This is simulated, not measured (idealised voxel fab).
process module | voxel transistor to metal
cross-section cut | 275 nm wide | cells 5 nm
A cross-section is a grid of square cells, given in bands from the top down. A band is one or more rows of cells.
Each band's line starts with the height of the band's top and of its bottom, in nm. Then come its materials from left to right, each with its width in nm. One material with "throughout" fills the band from edge to edge. "air" is empty space.
Height 0 is the level under which the wafer as received is all one material. The lowest band goes on downwards, as in "0 down".
A width such as "30 to 40" changes by the same amount from each row of cells to the next, from the band's top row to its bottom row.
"no change" after a step means that no cell of the cross-section changed.
closed voids: empty space of 8 cells or more with no open way to the top, each as width x height at its distance from the left edge, in nm
after a step's settings: what the simulator itself notes on the step
overlay nm, on a step with a mask: how far to the right of its planned place the mask lay; to the left if negative
plan
1 op RECEIVE | material Si
2 op CONFORMAL_DEP | material SiO2 | thk nm 5
3 op CONFORMAL_DEP | material SiN | thk nm 15
4 op MASKED_ETCH | tone cover | mask id ACTIVE | width nm 105 | pitch nm 130 | etch materials SiN | depth nm 15 | overlay nm 0
5 op MASKED_ETCH | tone cover | mask id ACTIVE | width nm 105 | pitch nm 130 | etch materials SiO2 | depth nm 5 | overlay nm 0
6 op MASKED_ETCH | tone cover | mask id ACTIVE | width nm 105 | pitch nm 130 | etch materials Si | depth nm 25 | overlay nm 0
7 op FILL_DEP | material SiO2 | thk nm 5
8 op CMP | height nm 20
9 op SELECTIVE_ETCH | etch materials SiO2 | depth nm 10
10 op STRIP | etch materials SiN
11 op SELECTIVE_ETCH | etch materials SiO2 | depth nm 5
12 op OXIDIZE | depth nm 5
13 op DIRECTIONAL_DEP | material polySi | thk nm 25
14 op DIRECTIONAL_DEP | material SiCN | thk nm 10
15 op PATTERN | tone cover | mask id GATE | material resist | width nm 25 | pitch nm 130 | thk nm 20 | overlay nm 0
16 op DIRECTIONAL_ETCH | etch materials SiCN | depth nm 20
17 op DIRECTIONAL_ETCH | etch materials polySi | depth nm 35
18 op STRIP | etch materials resist
19 op CONFORMAL_DEP | material SiN | thk nm 5
20 op DIRECTIONAL_ETCH | etch materials SiN | depth nm 5
21 op DIRECTIONAL_ETCH | etch materials SiO2 | depth nm 5
22 op DIRECTIONAL_ETCH | etch materials Si | depth nm 5
23 op EPI | material nSi | thk nm 10
24 op FILL_DEP | material SiO2 | thk nm 10
25 op CMP | height nm 25
26 op STRIP | etch materials polySi
27 op SELECTIVE_ETCH | etch materials SiO2 | depth nm 5
28 op CONFORMAL_DEP | material HfO2 | thk nm 5
29 op CONFORMAL_DEP | material TiN | thk nm 5
30 op FILL_DEP | material W | thk nm 5
31 op CMP | height nm 20
32 op DIRECTIONAL_DEP | material SiO2 | thk nm 10
33 op PATTERN | tone open | mask id CONTACT | material resist | width nm 15 | thk nm 15 | overlay nm 0
34 op DIRECTIONAL_ETCH | etch materials SiO2 | depth nm 30
35 op STRIP | etch materials resist
36 op CONFORMAL_DEP | material TiN | thk nm 5
37 op FILL_DEP | material W | thk nm 5
38 op CMP | height nm 30
39 op CONFORMAL_DEP | material SiCN | thk nm 5
40 op DIRECTIONAL_DEP | material SiO2 | thk nm 15
41 op DIRECTIONAL_DEP | material aC | thk nm 15
42 op PATTERN | tone open | mask id METAL_1 | material resist | width nm 15 | thk nm 35 | overlay nm 0
43 op DIRECTIONAL_ETCH | etch materials aC | depth nm 15
44 op STRIP | etch materials resist
45 op DIRECTIONAL_ETCH | etch materials SiO2 | depth nm 15
46 op DIRECTIONAL_ETCH | etch materials SiCN | depth nm 5
47 op STRIP | etch materials aC
48 op CONFORMAL_DEP | material TiN | thk nm 5
49 op FILL_DEP | material W | thk nm 5
50 op CMP | height nm 50
51 op EPI | material Ru | thk nm 5
52 op FILL_DEP | material SiCN | thk nm 5
as received, after step 1
  0 down: Si throughout
  closed voids: none
first wafer at the end, as planned
  60 to 55: SiCN throughout
  55 to 50: SiCN 25 | Ru 25 | SiCN 45 | Ru 25 | SiCN 35 | Ru 25 | SiCN 45 | Ru 25 | SiCN 25
  50 to 35: SiO2 30 | TiN 5 | W 5 | TiN 5 | SiO2 55 | TiN 5 | W 5 | TiN 5 | SiO2 45 | TiN 5 | W 5 | TiN 5 | SiO2 55 | TiN 5 | W 5 | TiN 5 | SiO2 30
  35 to 30: SiCN 30 | TiN 15 | SiCN 55 | TiN 15 | SiCN 45 | TiN 15 | SiCN 55 | TiN 15 | SiCN 30
  30 to 20: SiO2 30 | TiN 5 | W 5 | TiN 5 | SiO2 55 | TiN 5 | W 5 | TiN 5 | SiO2 45 | TiN 5 | W 5 | TiN 5 | SiO2 55 | TiN 5 | W 5 | TiN 5 | SiO2 30
  20 to 5: SiO2 30 | TiN 5 | W 5 | TiN 5 | SiO2 10 | SiN 5 | HfO2 5 | TiN 5 | W 5 | TiN 5 | HfO2 5 | SiN 5 | SiO2 10 | TiN 5 | W 5 | TiN 5 | SiO2 45 | TiN 5 | W 5 | TiN 5 | SiO2 10 | SiN 5 | HfO2 5 | TiN 5 | W 5 | TiN 5 | HfO2 5 | SiN 5 | SiO2 10 | TiN 5 | W 5 | TiN 5 | SiO2 30
  5 to 0: SiO2 15 | SiN 5 | SiO2 10 | TiN 15 | nSi 10 | SiN 5 | HfO2 5 | TiN 15 | HfO2 5 | SiN 5 | nSi 10 | TiN 15 | SiO2 10 | SiN 5 | SiO2 15 | SiN 5 | SiO2 10 | TiN 15 | nSi 10 | SiN 5 | HfO2 5 | TiN 15 | HfO2 5 | SiN 5 | nSi 10 | TiN 15 | SiO2 10 | SiN 5 | SiO2 15
  0 to -5: SiO2 20 | nSi 35 | HfO2 35 | nSi 35 | SiO2 25 | nSi 35 | HfO2 35 | nSi 35 | SiO2 20
  -5 to -10: SiO2 20 | nSi 35 | Si 35 | nSi 35 | SiO2 25 | nSi 35 | Si 35 | nSi 35 | SiO2 20
  -10 to -25: SiO2 20 | Si 105 | SiO2 25 | Si 105 | SiO2 20
  -25 down: Si throughout
  closed voids: none
second wafer at the end: like start, like plan, one mistake
  60 to 55: SiCN throughout
  55 to 50: SiCN 25 | Ru 25 | SiCN 45 | Ru 25 | SiCN 35 | Ru 25 | SiCN 45 | Ru 25 | SiCN 25
  50 to 35: SiO2 30 | TiN 5 | W 5 | TiN 5 | SiO2 55 | TiN 5 | W 5 | TiN 5 | SiO2 45 | TiN 5 | W 5 | TiN 5 | SiO2 55 | TiN 5 | W 5 | TiN 5 | SiO2 30
  35 to 30: SiCN 30 | TiN 15 | SiCN 55 | TiN 15 | SiCN 45 | TiN 15 | SiCN 55 | TiN 15 | SiCN 30
  30 to 20: SiO2 30 | TiN 5 | W 5 | TiN 5 | SiO2 55 | TiN 5 | W 5 | TiN 5 | SiO2 45 | TiN 5 | W 5 | TiN 5 | SiO2 55 | TiN 5 | W 5 | TiN 5 | SiO2 30
  20 to 10: SiO2 30 | TiN 5 | W 5 | TiN 5 | SiO2 10 | SiN 5 | HfO2 5 | TiN 5 | W 5 | TiN 5 | HfO2 5 | SiN 5 | SiO2 10 | TiN 5 | W 5 | TiN 5 | SiO2 45 | TiN 5 | W 5 | TiN 5 | SiO2 10 | SiN 5 | HfO2 5 | TiN 5 | W 5 | TiN 5 | HfO2 5 | SiN 5 | SiO2 10 | TiN 5 | W 5 | TiN 5 | SiO2 30
  10 to 5: SiO2 30 | TiN 15 | nSi 10 | SiN 5 | HfO2 5 | TiN 15 | HfO2 5 | SiN 5 | nSi 10 | TiN 15 | SiO2 45 | TiN 15 | nSi 10 | SiN 5 | HfO2 5 | TiN 15 | HfO2 5 | SiN 5 | nSi 10 | TiN 15 | SiO2 30
  5 to 0: SiO2 15 | nSi 40 | HfO2 35 | nSi 40 | SiO2 15 | nSi 40 | HfO2 35 | nSi 40 | SiO2 15
  0 to -5: SiO2 20 | nSi 35 | Si 35 | nSi 35 | SiO2 25 | nSi 35 | Si 35 | nSi 35 | SiO2 20
  -5 to -25: SiO2 20 | Si 105 | SiO2 25 | Si 105 | SiO2 20
  -25 down: Si throughout
  closed voids: none
what went wrong: steps 10 and 11 were swapped
at the end the second wafer has, in cells: 4 fewer of HfO2 | 42 more of Si | 8 fewer of SiN | 16 fewer of SiO2 | 12 fewer of TiN | 6 fewer of W | 4 more of nSi
